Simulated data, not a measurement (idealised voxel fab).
Module name: voxel wiring stack (process module)
Cross-sectional view cut (width: 205 nm; square cell size: 5 nm).
Cross-section spec: square-cell grid; bands listed top down; each band is one or more rows.
In this notation a band is specified by the heights of its top and bottom, in that order and in nm, after which its materials appear from left to right, each paired with its width in nm. The word "throughout" attached to a single material means that material fills the band from edge to edge; the word "empty" stands for empty space.
Height datum 0, below which the as-received substrate wafer is one material. Lowest band open at the bottom, running downward: "0 -> down".
The expression "30->40" gives the width at the extremes of the band, the first number at its top row of cells and the second at its bottom row, with the width changing by equal amounts from each row to the next in between.
Given "no change occurred" for a step, no cell of the cross-section differs between before and after that step.
If an empty space has no open way to the top and is at least 8 cells in size, "Fully enclosed voids" lists it, written width x height at distance, where distance is measured from the left edge and every value is in nm.
Heads up: the bit after the settings on a step's line is the simulator's remark on that step.
Each step line may optionally specify "overlay nm", which for a step with a mask gives the rightward distance between the mask's planned place and where it lay, a negative value indicating the leftward direction.
Reading key. Pairs: pre-step and post-step cross-section, one process step apart; post-step view only to lowest changed band. Step between + settings: beneath pair. Runs: pairs may be from different runs of this module, same starting wafer. Continuation from pair above: only where "Ahead of processing" entry says.

AHEAD OF PROCESSING
> 40 -> 35 = 35 nm empty / 35 nm Ru / 15 nm empty / 35 nm Ru / 15 nm empty / 35 nm Ru / 35 nm empty
> 35 -> 20 = 40 nm SiO2 / 5 nm TiN / 15 nm W / 5 nm TiN / 25 nm SiO2 / 5 nm TiN / 15 nm W / 5 nm TiN / 25 nm SiO2 / 5 nm TiN / 15 nm W / 5 nm TiN / 40 nm SiO2
> 20 -> 15 = 40 nm SiO2 / 25 nm TiN / 25 nm SiO2 / 25 nm TiN / 25 nm SiO2 / 25 nm TiN / 40 nm SiO2
> 15 -> 5 = SiO2 throughout
> 5 -> 0 = SiN throughout
> 0 -> down = Si throughout
> Fully enclosed voids: none

SECTION AFTER PROCESSING
> 45 -> 40 = SiCN throughout
> 40 -> 35 = 35 nm SiCN / 35 nm Ru / 15 nm SiCN / 35 nm Ru / 15 nm SiCN / 35 nm Ru / 35 nm SiCN
> Beneath the level 35, the cross-section is identical to its previous state.
> Fully enclosed voids: none
Before/after cross-sections above; step in between: FILL_DEP (material SiCN; thk nm 5)

Ahead of processing: This step starts from the configuration shown after the step in the pair immediately above.

SECTION AFTER PROCESSING
> 80 -> 45 = lowk throughout
> Beneath the level 45, the cross-section is identical to its previous state.
> Fully enclosed voids: none
Before/after cross-sections above; step in between: DIRECTIONAL_DEP (material lowk; thk nm 35)

Ahead of processing: This step starts from the configuration shown after the step in the pair immediately above.

SECTION AFTER PROCESSING
> 80 -> 45 = 40 nm lowk / 15 nm empty / 35 nm lowk / 15 nm empty / 35 nm lowk / 15 nm empty / 50 nm lowk
> Beneath the level 45, the cross-section is identical to its previous state.
> Fully enclosed voids: none
Before/after cross-sections above; step in between: MASKED_ETCH (tone open; mask id METAL_2_HOLES; width nm 15; pitch nm 50; etch materials lowk; depth nm 35; overlay nm 0)

Ahead of processing: This step starts from the configuration shown after the step in the pair immediately above.

SECTION AFTER PROCESSING
> 80 -> 60 = 40 nm lowk / 25 nm empty / 25 nm lowk / 25 nm empty / 25 nm lowk / 25 nm empty / 40 nm lowk
> Beneath the level 60, the cross-section is identical to its previous state.
> Fully enclosed voids: none
Before/after cross-sections above; step in between: MASKED_ETCH (tone open; mask id METAL_2; width nm 25; pitch nm 50; etch materials lowk; depth nm 20; overlay nm 0)

Ahead of processing: This step starts from the configuration shown after the step in the pair immediately above.

SECTION AFTER PROCESSING
> 80 -> 60 = 40 nm lowk / 25 nm empty / 25 nm lowk / 25 nm empty / 25 nm lowk / 25 nm empty / 40 nm lowk
> 60 -> 45 = 40 nm lowk / 15 nm empty / 35 nm lowk / 15 nm empty / 35 nm lowk / 15 nm empty / 50 nm lowk
> 45 -> 40 = 40 nm SiCN / 15 nm empty / 35 nm SiCN / 15 nm empty / 35 nm SiCN / 15 nm empty / 50 nm SiCN
> Beneath the level 40, the cross-section is identical to its previous state.
> Fully enclosed voids: none
Before/after cross-sections above; step in between: MASKED_ETCH (tone open; mask id METAL_2; width nm 25; pitch nm 50; etch materials SiCN; depth nm 5; overlay nm 0)

Ahead of processing: This step starts from the configuration shown after the step in the pair immediately above.

SECTION AFTER PROCESSING
> 85 -> 80 = 45 nm TiN / 15 nm empty / 35 nm TiN / 15 nm empty / 35 nm TiN / 15 nm empty / 45 nm TiN
> 80 -> 65 = 40 nm lowk / 5 nm TiN / 15 nm empty / 5 nm TiN / 25 nm lowk / 5 nm TiN / 15 nm empty / 5 nm TiN / 25 nm lowk / 5 nm TiN / 15 nm empty / 5 nm TiN / 40 nm lowk
> 65 -> 60 = 40 nm lowk / 5 nm TiN / 5 nm empty / 15 nm TiN / 25 nm lowk / 5 nm TiN / 5 nm empty / 15 nm TiN / 25 nm lowk / 5 nm TiN / 5 nm empty / 15 nm TiN / 40 nm lowk
> 60 -> 45 = 40 nm lowk / 5 nm TiN / 5 nm empty / 5 nm TiN / 35 nm lowk / 5 nm TiN / 5 nm empty / 5 nm TiN / 35 nm lowk / 5 nm TiN / 5 nm empty / 5 nm TiN / 50 nm lowk
> 45 -> 40 = 40 nm SiCN / 15 nm TiN / 35 nm SiCN / 15 nm TiN / 35 nm SiCN / 15 nm TiN / 50 nm SiCN
> Beneath the level 40, the cross-section is identical to its previous state.
> Fully enclosed voids: none
Before/after cross-sections above; step in between: CONFORMAL_DEP (material TiN; thk nm 5)

Ahead of processing: This step starts from the configuration shown after the step in the pair immediately above.

SECTION AFTER PROCESSING
> 95 -> 85 = Cu throughout
> 85 -> 80 = 45 nm TiN / 15 nm Cu / 35 nm TiN / 15 nm Cu / 35 nm TiN / 15 nm Cu / 45 nm TiN
> 80 -> 65 = 40 nm lowk / 5 nm TiN / 15 nm Cu / 5 nm TiN / 25 nm lowk / 5 nm TiN / 15 nm Cu / 5 nm TiN / 25 nm lowk / 5 nm TiN / 15 nm Cu / 5 nm TiN / 40 nm lowk
> 65 -> 60 = 40 nm lowk / 5 nm TiN / 5 nm Cu / 15 nm TiN / 25 nm lowk / 5 nm TiN / 5 nm Cu / 15 nm TiN / 25 nm lowk / 5 nm TiN / 5 nm Cu / 15 nm TiN / 40 nm lowk
> 60 -> 45 = 40 nm lowk / 5 nm TiN / 5 nm Cu / 5 nm TiN / 35 nm lowk / 5 nm TiN / 5 nm Cu / 5 nm TiN / 35 nm lowk / 5 nm TiN / 5 nm Cu / 5 nm TiN / 50 nm lowk
> Beneath the level 45, the cross-section is identical to its previous state.
> Fully enclosed voids: none
Before/after cross-sections above; step in between: FILL_DEP (material Cu; thk nm 10)

Ahead of processing: This step starts from the configuration shown after the step in the pair immediately above.

SECTION AFTER PROCESSING
> 80 -> 65 = 40 nm lowk / 5 nm TiN / 15 nm Cu / 5 nm TiN / 25 nm lowk / 5 nm TiN / 15 nm Cu / 5 nm TiN / 25 nm lowk / 5 nm TiN / 15 nm Cu / 5 nm TiN / 40 nm lowk
> Beneath the level 65, the cross-section is identical to its previous state.
> Fully enclosed voids: none
Before/after cross-sections above; step in between: CMP (height nm 80)

Ahead of processing: This step starts from the configuration shown after the step in the pair immediately above.

SECTION AFTER PROCESSING
> 85 -> 80 = SiCN throughout
> Beneath the level 80, the cross-section is identical to its previous state.
> Fully enclosed voids: none
Before/after cross-sections above; step in between: CONFORMAL_DEP (material SiCN; thk nm 5)

Ahead of processing: This step starts from the configuration shown after the step in the pair immediately above.

SECTION AFTER PROCESSING
> 115 -> 85 = SiO2 throughout
> Beneath the level 85, the cross-section is identical to its previous state.
> Fully enclosed voids: none
Before/after cross-sections above; step in between: DIRECTIONAL_DEP (material SiO2; thk nm 30)

Ahead of processing: This step starts from the configuration shown after the step in the pair immediately above.

SECTION AFTER PROCESSING
> 130 -> 115 = 40 nm resist / 15 nm empty / 35 nm resist / 15 nm empty / 35 nm resist / 15 nm empty / 50 nm resist
> Beneath the level 115, the cross-section is identical to its previous state.
> Fully enclosed voids: none
Before/after cross-sections above; step in between: PATTERN (tone open; mask id METAL_3_HOLES; material resist; width nm 15; pitch nm 50; thk nm 15; overlay nm 0)

Ahead of processing: This step starts from the configuration shown after the step in the pair immediately above.

SECTION AFTER PROCESSING
> 130 -> 115 = 40 nm resist / 15 nm empty / 35 nm resist / 15 nm empty / 35 nm resist / 15 nm empty / 50 nm resist
> 115 -> 85 = 40 nm SiO2 / 15 nm empty / 35 nm SiO2 / 15 nm empty / 35 nm SiO2 / 15 nm empty / 50 nm SiO2
> Beneath the level 85, the cross-section is identical to its previous state.
> Fully enclosed voids: none
Before/after cross-sections above; step in between: DIRECTIONAL_ETCH (etch materials SiO2; depth nm 30)

Ahead of processing: This step starts from the configuration shown after the step in the pair immediately above.

SECTION AFTER PROCESSING
> 115 -> 85 = 40 nm SiO2 / 15 nm empty / 35 nm SiO2 / 15 nm empty / 35 nm SiO2 / 15 nm empty / 50 nm SiO2
> Beneath the level 85, the cross-section is identical to its previous state.
> Fully enclosed voids: none
Before/after cross-sections above; step in between: STRIP (etch materials resist)

Ahead of processing: This step starts from the configuration shown after the step in the pair immediately above.

SECTION AFTER PROCESSING
> 130 -> 115 = 40 nm aC / 15 nm empty / 35 nm aC / 15 nm empty / 35 nm aC / 15 nm empty / 50 nm aC
> 115 -> 100 = 40 nm SiO2 / 15 nm empty / 35 nm SiO2 / 15 nm empty / 35 nm SiO2 / 15 nm empty / 50 nm SiO2
> 100 -> 85 = 40 nm SiO2 / 15 nm aC / 35 nm SiO2 / 15 nm aC / 35 nm SiO2 / 15 nm aC / 50 nm SiO2
> Beneath the level 85, the cross-section is identical to its previous state.
> Fully enclosed voids: none
Before/after cross-sections above; step in between: DIRECTIONAL_DEP (material aC; thk nm 15)

Ahead of processing: This step starts from the configuration shown after the step in the pair immediately above.

SECTION AFTER PROCESSING
> 165 -> 130 = 40 nm resist / 25 nm empty / 25 nm resist / 25 nm empty / 25 nm resist / 25 nm empty / 40 nm resist
> Beneath the level 130, the cross-section is identical to its previous state.
> Fully enclosed voids: none
Before/after cross-sections above; step in between: PATTERN (tone open; mask id METAL_3; material resist; width nm 25; pitch nm 50; thk nm 35; overlay nm 0)

Ahead of processing: This step starts from the configuration shown after the step in the pair immediately above.

SECTION AFTER PROCESSING
> 150 -> 130 = 40 nm resist / 25 nm empty / 25 nm resist / 25 nm empty / 25 nm resist / 25 nm empty / 40 nm resist
> 130 -> 115 = 40 nm aC / 25 nm empty / 25 nm aC / 25 nm empty / 25 nm aC / 25 nm empty / 40 nm aC
> 115 -> 85 = 40 nm SiO2 / 15 nm empty / 35 nm SiO2 / 15 nm empty / 35 nm SiO2 / 15 nm empty / 50 nm SiO2
> Beneath the level 85, the cross-section is identical to its previous state.
> Fully enclosed voids: none
Before/after cross-sections above; step in between: DIRECTIONAL_ETCH (etch materials aC; depth nm 15)

Ahead of processing: This step starts from the configuration shown after the step in the pair immediately above.

SECTION AFTER PROCESSING
> 130 -> 115 = 40 nm aC / 25 nm empty / 25 nm aC / 25 nm empty / 25 nm aC / 25 nm empty / 40 nm aC
> Beneath the level 115, the cross-section is identical to its previous state.
> Fully enclosed voids: none
Before/after cross-sections above; step in between: STRIP (etch materials resist)

Ahead of processing: This step starts from the configuration shown after the step in the pair immediately above.

SECTION AFTER PROCESSING
> 130 -> 115 = 40 nm aC / 25 nm empty / 25 nm aC / 25 nm empty / 25 nm aC / 25 nm empty / 40 nm aC
> 115 -> 95 = 40 nm SiO2 / 25 nm empty / 25 nm SiO2 / 25 nm empty / 25 nm SiO2 / 25 nm empty / 40 nm SiO2
> Beneath the level 95, the cross-section is identical to its previous state.
> Fully enclosed voids: none
Before/after cross-sections above; step in between: DIRECTIONAL_ETCH (etch materials SiO2; depth nm 20)

Ahead of processing: This step starts from the configuration shown after the step in the pair immediately above.

SECTION AFTER PROCESSING
> 130 -> 115 = 40 nm aC / 25 nm empty / 25 nm aC / 25 nm empty / 25 nm aC / 25 nm empty / 40 nm aC
> 115 -> 95 = 40 nm SiO2 / 25 nm empty / 25 nm SiO2 / 25 nm empty / 25 nm SiO2 / 25 nm empty / 40 nm SiO2
> 95 -> 85 = 40 nm SiO2 / 15 nm empty / 35 nm SiO2 / 15 nm empty / 35 nm SiO2 / 15 nm empty / 50 nm SiO2
> 85 -> 80 = 40 nm SiCN / 15 nm empty / 35 nm SiCN / 15 nm empty / 35 nm SiCN / 15 nm empty / 50 nm SiCN
> Beneath the level 80, the cross-section is identical to its previous state.
> Fully enclosed voids: none
Before/after cross-sections above; step in between: DIRECTIONAL_ETCH (etch materials SiCN; depth nm 5)

Ahead of processing: This step starts from the configuration shown after the step in the pair immediately above.

SECTION AFTER PROCESSING
> 115 -> 95 = 40 nm SiO2 / 25 nm empty / 25 nm SiO2 / 25 nm empty / 25 nm SiO2 / 25 nm empty / 40 nm SiO2
> Beneath the level 95, the cross-section is identical to its previous state.
> Fully enclosed voids: none
Before/after cross-sections above; step in between: STRIP (etch materials aC)

Ahead of processing: This step starts from the configuration shown after the step in the pair immediately above.

SECTION AFTER PROCESSING
> 120 -> 115 = 45 nm TiN / 15 nm empty / 35 nm TiN / 15 nm empty / 35 nm TiN / 15 nm empty / 45 nm TiN
> 115 -> 100 = 40 nm SiO2 / 5 nm TiN / 15 nm empty / 5 nm TiN / 25 nm SiO2 / 5 nm TiN / 15 nm empty / 5 nm TiN / 25 nm SiO2 / 5 nm TiN / 15 nm empty / 5 nm TiN / 40 nm SiO2
> 100 -> 95 = 40 nm SiO2 / 5 nm TiN / 5 nm empty / 15 nm TiN / 25 nm SiO2 / 5 nm TiN / 5 nm empty / 15 nm TiN / 25 nm SiO2 / 5 nm TiN / 5 nm empty / 15 nm TiN / 40 nm SiO2
> 95 -> 85 = 40 nm SiO2 / 5 nm TiN / 5 nm empty / 5 nm TiN / 35 nm SiO2 / 5 nm TiN / 5 nm empty / 5 nm TiN / 35 nm SiO2 / 5 nm TiN / 5 nm empty / 5 nm TiN / 50 nm SiO2
> 85 -> 80 = 40 nm SiCN / 15 nm TiN / 35 nm SiCN / 15 nm TiN / 35 nm SiCN / 15 nm TiN / 50 nm SiCN
> Beneath the level 80, the cross-section is identical to its previous state.
> Fully enclosed voids: none
Before/after cross-sections above; step in between: CONFORMAL_DEP (material TiN; thk nm 5)

Ahead of processing: This step starts from the configuration shown after the step in the pair immediately above.

SECTION AFTER PROCESSING
> 130 -> 120 = Ru throughout
> 120 -> 115 = 45 nm TiN / 15 nm Ru / 35 nm TiN / 15 nm Ru / 35 nm TiN / 15 nm Ru / 45 nm TiN
> 115 -> 100 = 40 nm SiO2 / 5 nm TiN / 15 nm Ru / 5 nm TiN / 25 nm SiO2 / 5 nm TiN / 15 nm Ru / 5 nm TiN / 25 nm SiO2 / 5 nm TiN / 15 nm Ru / 5 nm TiN / 40 nm SiO2
> 100 -> 95 = 40 nm SiO2 / 5 nm TiN / 5 nm Ru / 15 nm TiN / 25 nm SiO2 / 5 nm TiN / 5 nm Ru / 15 nm TiN / 25 nm SiO2 / 5 nm TiN / 5 nm Ru / 15 nm TiN / 40 nm SiO2
> 95 -> 85 = 40 nm SiO2 / 5 nm TiN / 5 nm Ru / 5 nm TiN / 35 nm SiO2 / 5 nm TiN / 5 nm Ru / 5 nm TiN / 35 nm SiO2 / 5 nm TiN / 5 nm Ru / 5 nm TiN / 50 nm SiO2
> Beneath the level 85, the cross-section is identical to its previous state.
> Fully enclosed voids: none
Before/after cross-sections above; step in between: FILL_DEP (material Ru; thk nm 10)

Ahead of processing: This step starts from the configuration shown after the step in the pair immediately above.

SECTION AFTER PROCESSING
> 115 -> 100 = 40 nm SiO2 / 5 nm TiN / 15 nm Ru / 5 nm TiN / 25 nm SiO2 / 5 nm TiN / 15 nm Ru / 5 nm TiN / 25 nm SiO2 / 5 nm TiN / 15 nm Ru / 5 nm TiN / 40 nm SiO2
> Beneath the level 100, the cross-section is identical to its previous state.
> Fully enclosed voids: none
Before/after cross-sections above; step in between: CMP (height nm 115)

Ahead of processing: This step starts from the configuration shown after the step in the pair immediately above.

SECTION AFTER PROCESSING
> 120 -> 115 = SiCN throughout
> Beneath the level 115, the cross-section is identical to its previous state.
> Fully enclosed voids: none
Before/after cross-sections above; step in between: CONFORMAL_DEP (material SiCN; thk nm 5)

AHEAD OF PROCESSING
> 80 -> 45 = 40 nm lowk / 15 nm empty / 35 nm lowk / 15 nm empty / 35 nm lowk / 15 nm empty / 50 nm lowk
> 45 -> 40 = SiCN throughout
> 40 -> 35 = 35 nm SiCN / 35 nm Ru / 15 nm SiCN / 35 nm Ru / 15 nm SiCN / 35 nm Ru / 35 nm SiCN
> 35 -> 15 = 40 nm SiO2 / 5 nm TiN / 15 nm W / 5 nm TiN / 25 nm SiO2 / 5 nm TiN / 15 nm W / 5 nm TiN / 25 nm SiO2 / 5 nm TiN / 15 nm W / 5 nm TiN / 40 nm SiO2
> 15 -> 10 = 40 nm SiN / 25 nm TiN / 25 nm SiN / 25 nm TiN / 25 nm SiN / 25 nm TiN / 40 nm SiN
> 10 -> 0 = SiO2 throughout
> 0 -> down = Si throughout
> Fully enclosed voids: none

SECTION AFTER PROCESSING
> 80 -> 50 = 40 nm lowk / 25 nm empty / 25 nm lowk / 25 nm empty / 25 nm lowk / 25 nm empty / 40 nm lowk
> Beneath the level 50, the cross-section is identical to its previous state.
> Fully enclosed voids: none
Before/after cross-sections above; step in between: MASKED_ETCH (tone open; mask id METAL_2; width nm 25; pitch nm 50; etch materials lowk; depth nm 30; overlay nm 0)

Ahead of processing: This step starts from the configuration shown after the step in the pair immediately above.

SECTION AFTER PROCESSING
> 80 -> 50 = 40 nm lowk / 25 nm empty / 25 nm lowk / 25 nm empty / 25 nm lowk / 25 nm empty / 40 nm lowk
> 50 -> 45 = 40 nm lowk / 15 nm empty / 35 nm lowk / 15 nm empty / 35 nm lowk / 15 nm empty / 50 nm lowk
> 45 -> 40 = 40 nm SiCN / 15 nm empty / 35 nm SiCN / 15 nm empty / 35 nm SiCN / 15 nm empty / 50 nm SiCN
> Beneath the level 40, the cross-section is identical to its previous state.
> Fully enclosed voids: none
Before/after cross-sections above; step in between: MASKED_ETCH (tone open; mask id METAL_2; width nm 25; pitch nm 50; etch materials SiCN; depth nm 5; overlay nm 0)

Ahead of processing: This step starts from the configuration shown after the step in the pair immediately above.

SECTION AFTER PROCESSING
> 85 -> 80 = 45 nm TiN / 15 nm empty / 35 nm TiN / 15 nm empty / 35 nm TiN / 15 nm empty / 45 nm TiN
> 80 -> 55 = 40 nm lowk / 5 nm TiN / 15 nm empty / 5 nm TiN / 25 nm lowk / 5 nm TiN / 15 nm empty / 5 nm TiN / 25 nm lowk / 5 nm TiN / 15 nm empty / 5 nm TiN / 40 nm lowk
> 55 -> 45 = 40 nm lowk / 5 nm TiN / 5 nm empty / 15->5 nm TiN / 25->35 nm lowk / 5 nm TiN / 5 nm empty / 15->5 nm TiN / 25->35 nm lowk / 5 nm TiN / 5 nm empty / 15->5 nm TiN / 40->50 nm lowk
> 45 -> 40 = 40 nm SiCN / 15 nm TiN / 35 nm SiCN / 15 nm TiN / 35 nm SiCN / 15 nm TiN / 50 nm SiCN
> Beneath the level 40, the cross-section is identical to its previous state.
> Fully enclosed voids: none
Before/after cross-sections above; step in between: CONFORMAL_DEP (material TiN; thk nm 5)

Ahead of processing: This step starts from the configuration shown after the step in the pair immediately above.

SECTION AFTER PROCESSING
> 95 -> 85 = Cu throughout
> 85 -> 80 = 45 nm TiN / 15 nm Cu / 35 nm TiN / 15 nm Cu / 35 nm TiN / 15 nm Cu / 45 nm TiN
> 80 -> 55 = 40 nm lowk / 5 nm TiN / 15 nm Cu / 5 nm TiN / 25 nm lowk / 5 nm TiN / 15 nm Cu / 5 nm TiN / 25 nm lowk / 5 nm TiN / 15 nm Cu / 5 nm TiN / 40 nm lowk
> 55 -> 45 = 40 nm lowk / 5 nm TiN / 5 nm Cu / 15->5 nm TiN / 25->35 nm lowk / 5 nm TiN / 5 nm Cu / 15->5 nm TiN / 25->35 nm lowk / 5 nm TiN / 5 nm Cu / 15->5 nm TiN / 40->50 nm lowk
> Beneath the level 45, the cross-section is identical to its previous state.
> Fully enclosed voids: none
Before/after cross-sections above; step in between: FILL_DEP (material Cu; thk nm 10)

Ahead of processing: This step starts from the configuration shown after the step in the pair immediately above.

SECTION AFTER PROCESSING
> 80 -> 55 = 40 nm lowk / 5 nm TiN / 15 nm Cu / 5 nm TiN / 25 nm lowk / 5 nm TiN / 15 nm Cu / 5 nm TiN / 25 nm lowk / 5 nm TiN / 15 nm Cu / 5 nm TiN / 40 nm lowk
> Beneath the level 55, the cross-section is identical to its previous state.
> Fully enclosed voids: none
Before/after cross-sections above; step in between: CMP (height nm 80)

Ahead of processing: This step starts from the configuration shown after the step in the pair immediately above.

SECTION AFTER PROCESSING
> 85 -> 80 = SiCN throughout
> Beneath the level 80, the cross-section is identical to its previous state.
> Fully enclosed voids: none
Before/after cross-sections above; step in between: CONFORMAL_DEP (material SiCN; thk nm 5)

Ahead of processing: This step starts from the configuration shown after the step in the pair immediately above.

SECTION AFTER PROCESSING
> 115 -> 85 = SiO2 throughout
> Beneath the level 85, the cross-section is identical to its previous state.
> Fully enclosed voids: none
Before/after cross-sections above; step in between: DIRECTIONAL_DEP (material SiO2; thk nm 30)

Ahead of processing: This step starts from the configuration shown after the step in the pair immediately above.

SECTION AFTER PROCESSING
> 130 -> 115 = 40 nm resist / 15 nm empty / 35 nm resist / 15 nm empty / 35 nm resist / 15 nm empty / 50 nm resist
> Beneath the level 115, the cross-section is identical to its previous state.
> Fully enclosed voids: none
Before/after cross-sections above; step in between: PATTERN (tone open; mask id METAL_3_HOLES; material resist; width nm 15; pitch nm 50; thk nm 15; overlay nm 0)

Ahead of processing: This step starts from the configuration shown after the step in the pair immediately above.

SECTION AFTER PROCESSING
> 130 -> 115 = 40 nm resist / 15 nm empty / 35 nm resist / 15 nm empty / 35 nm resist / 15 nm empty / 50 nm resist
> 115 -> 85 = 40 nm SiO2 / 15 nm empty / 35 nm SiO2 / 15 nm empty / 35 nm SiO2 / 15 nm empty / 50 nm SiO2
> Beneath the level 85, the cross-section is identical to its previous state.
> Fully enclosed voids: none
Before/after cross-sections above; step in between: DIRECTIONAL_ETCH (etch materials SiO2; depth nm 30)

Ahead of processing: This step starts from the configuration shown after the step in the pair immediately above.

SECTION AFTER PROCESSING
> 115 -> 85 = 40 nm SiO2 / 15 nm empty / 35 nm SiO2 / 15 nm empty / 35 nm SiO2 / 15 nm empty / 50 nm SiO2
> Beneath the level 85, the cross-section is identical to its previous state.
> Fully enclosed voids: none
Before/after cross-sections above; step in between: STRIP (etch materials resist)

Ahead of processing: This step starts from the configuration shown after the step in the pair immediately above.

SECTION AFTER PROCESSING
> 130 -> 115 = 40 nm aC / 15 nm empty / 35 nm aC / 15 nm empty / 35 nm aC / 15 nm empty / 50 nm aC
> 115 -> 100 = 40 nm SiO2 / 15 nm empty / 35 nm SiO2 / 15 nm empty / 35 nm SiO2 / 15 nm empty / 50 nm SiO2
> 100 -> 85 = 40 nm SiO2 / 15 nm aC / 35 nm SiO2 / 15 nm aC / 35 nm SiO2 / 15 nm aC / 50 nm SiO2
> Beneath the level 85, the cross-section is identical to its previous state.
> Fully enclosed voids: none
Before/after cross-sections above; step in between: DIRECTIONAL_DEP (material aC; thk nm 15)

Ahead of processing: This step starts from the configuration shown after the step in the pair immediately above.

SECTION AFTER PROCESSING
> 165 -> 130 = 40 nm resist / 25 nm empty / 25 nm resist / 25 nm empty / 25 nm resist / 25 nm empty / 40 nm resist
> Beneath the level 130, the cross-section is identical to its previous state.
> Fully enclosed voids: none
Before/after cross-sections above; step in between: PATTERN (tone open; mask id METAL_3; material resist; width nm 25; pitch nm 50; thk nm 35; overlay nm 0)

Ahead of processing: This step starts from the configuration shown after the step in the pair immediately above.

SECTION AFTER PROCESSING
> 150 -> 130 = 40 nm resist / 25 nm empty / 25 nm resist / 25 nm empty / 25 nm resist / 25 nm empty / 40 nm resist
> 130 -> 115 = 40 nm aC / 25 nm empty / 25 nm aC / 25 nm empty / 25 nm aC / 25 nm empty / 40 nm aC
> 115 -> 85 = 40 nm SiO2 / 15 nm empty / 35 nm SiO2 / 15 nm empty / 35 nm SiO2 / 15 nm empty / 50 nm SiO2
> Beneath the level 85, the cross-section is identical to its previous state.
> Fully enclosed voids: none
Before/after cross-sections above; step in between: DIRECTIONAL_ETCH (etch materials aC; depth nm 15)

Ahead of processing: This step starts from the configuration shown after the step in the pair immediately above.

SECTION AFTER PROCESSING
> 130 -> 115 = 40 nm aC / 25 nm empty / 25 nm aC / 25 nm empty / 25 nm aC / 25 nm empty / 40 nm aC
> Beneath the level 115, the cross-section is identical to its previous state.
> Fully enclosed voids: none
Before/after cross-sections above; step in between: STRIP (etch materials resist)

Ahead of processing: This step starts from the configuration shown after the step in the pair immediately above.

SECTION AFTER PROCESSING
> 130 -> 115 = 40 nm aC / 25 nm empty / 25 nm aC / 25 nm empty / 25 nm aC / 25 nm empty / 40 nm aC
> 115 -> 95 = 40 nm SiO2 / 25 nm empty / 25 nm SiO2 / 25 nm empty / 25 nm SiO2 / 25 nm empty / 40 nm SiO2
> Beneath the level 95, the cross-section is identical to its previous state.
> Fully enclosed voids: none
Before/after cross-sections above; step in between: DIRECTIONAL_ETCH (etch materials SiO2; depth nm 20)

Ahead of processing: This step starts from the configuration shown after the step in the pair immediately above.

SECTION AFTER PROCESSING
> 130 -> 115 = 40 nm aC / 25 nm empty / 25 nm aC / 25 nm empty / 25 nm aC / 25 nm empty / 40 nm aC
> 115 -> 95 = 40 nm SiO2 / 25 nm empty / 25 nm SiO2 / 25 nm empty / 25 nm SiO2 / 25 nm empty / 40 nm SiO2
> 95 -> 85 = 40 nm SiO2 / 15 nm empty / 35 nm SiO2 / 15 nm empty / 35 nm SiO2 / 15 nm empty / 50 nm SiO2
> 85 -> 80 = 40 nm SiCN / 15 nm empty / 35 nm SiCN / 15 nm empty / 35 nm SiCN / 15 nm empty / 50 nm SiCN
> Beneath the level 80, the cross-section is identical to its previous state.
> Fully enclosed voids: none
Before/after cross-sections above; step in between: DIRECTIONAL_ETCH (etch materials SiCN; depth nm 5)

Ahead of processing: This step starts from the configuration shown after the step in the pair immediately above.

SECTION AFTER PROCESSING
> 115 -> 95 = 40 nm SiO2 / 25 nm empty / 25 nm SiO2 / 25 nm empty / 25 nm SiO2 / 25 nm empty / 40 nm SiO2
> Beneath the level 95, the cross-section is identical to its previous state.
> Fully enclosed voids: none
Before/after cross-sections above; step in between: STRIP (etch materials aC)

Ahead of processing: This step starts from the configuration shown after the step in the pair immediately above.

SECTION AFTER PROCESSING
> 120 -> 115 = 45 nm TiN / 15 nm empty / 35 nm TiN / 15 nm empty / 35 nm TiN / 15 nm empty / 45 nm TiN
> 115 -> 100 = 40 nm SiO2 / 5 nm TiN / 15 nm empty / 5 nm TiN / 25 nm SiO2 / 5 nm TiN / 15 nm empty / 5 nm TiN / 25 nm SiO2 / 5 nm TiN / 15 nm empty / 5 nm TiN / 40 nm SiO2
> 100 -> 95 = 40 nm SiO2 / 5 nm TiN / 5 nm empty / 15 nm TiN / 25 nm SiO2 / 5 nm TiN / 5 nm empty / 15 nm TiN / 25 nm SiO2 / 5 nm TiN / 5 nm empty / 15 nm TiN / 40 nm SiO2
> 95 -> 85 = 40 nm SiO2 / 5 nm TiN / 5 nm empty / 5 nm TiN / 35 nm SiO2 / 5 nm TiN / 5 nm empty / 5 nm TiN / 35 nm SiO2 / 5 nm TiN / 5 nm empty / 5 nm TiN / 50 nm SiO2
> 85 -> 80 = 40 nm SiCN / 15 nm TiN / 35 nm SiCN / 15 nm TiN / 35 nm SiCN / 15 nm TiN / 50 nm SiCN
> Beneath the level 80, the cross-section is identical to its previous state.
> Fully enclosed voids: none
Before/after cross-sections above; step in between: CONFORMAL_DEP (material TiN; thk nm 5)

Ahead of processing: This step starts from the configuration shown after the step in the pair immediately above.

SECTION AFTER PROCESSING
> 130 -> 120 = Ru throughout
> 120 -> 115 = 45 nm TiN / 15 nm Ru / 35 nm TiN / 15 nm Ru / 35 nm TiN / 15 nm Ru / 45 nm TiN
> 115 -> 100 = 40 nm SiO2 / 5 nm TiN / 15 nm Ru / 5 nm TiN / 25 nm SiO2 / 5 nm TiN / 15 nm Ru / 5 nm TiN / 25 nm SiO2 / 5 nm TiN / 15 nm Ru / 5 nm TiN / 40 nm SiO2
> 100 -> 95 = 40 nm SiO2 / 5 nm TiN / 5 nm Ru / 15 nm TiN / 25 nm SiO2 / 5 nm TiN / 5 nm Ru / 15 nm TiN / 25 nm SiO2 / 5 nm TiN / 5 nm Ru / 15 nm TiN / 40 nm SiO2
> 95 -> 85 = 40 nm SiO2 / 5 nm TiN / 5 nm Ru / 5 nm TiN / 35 nm SiO2 / 5 nm TiN / 5 nm Ru / 5 nm TiN / 35 nm SiO2 / 5 nm TiN / 5 nm Ru / 5 nm TiN / 50 nm SiO2
> Beneath the level 85, the cross-section is identical to its previous state.
> Fully enclosed voids: none
Before/after cross-sections above; step in between: FILL_DEP (material Ru; thk nm 10)

Ahead of processing: This step starts from the configuration shown after the step in the pair immediately above.

SECTION AFTER PROCESSING
> 115 -> 100 = 40 nm SiO2 / 5 nm TiN / 15 nm Ru / 5 nm TiN / 25 nm SiO2 / 5 nm TiN / 15 nm Ru / 5 nm TiN / 25 nm SiO2 / 5 nm TiN / 15 nm Ru / 5 nm TiN / 40 nm SiO2
> Beneath the level 100, the cross-section is identical to its previous state.
> Fully enclosed voids: none
Before/after cross-sections above; step in between: CMP (height nm 115)

Ahead of processing: This step starts from the configuration shown after the step in the pair immediately above.

SECTION AFTER PROCESSING
> 120 -> 115 = SiCN throughout
> Beneath the level 115, the cross-section is identical to its previous state.
> Fully enclosed voids: none
Before/after cross-sections above; step in between: CONFORMAL_DEP (material SiCN; thk nm 5)
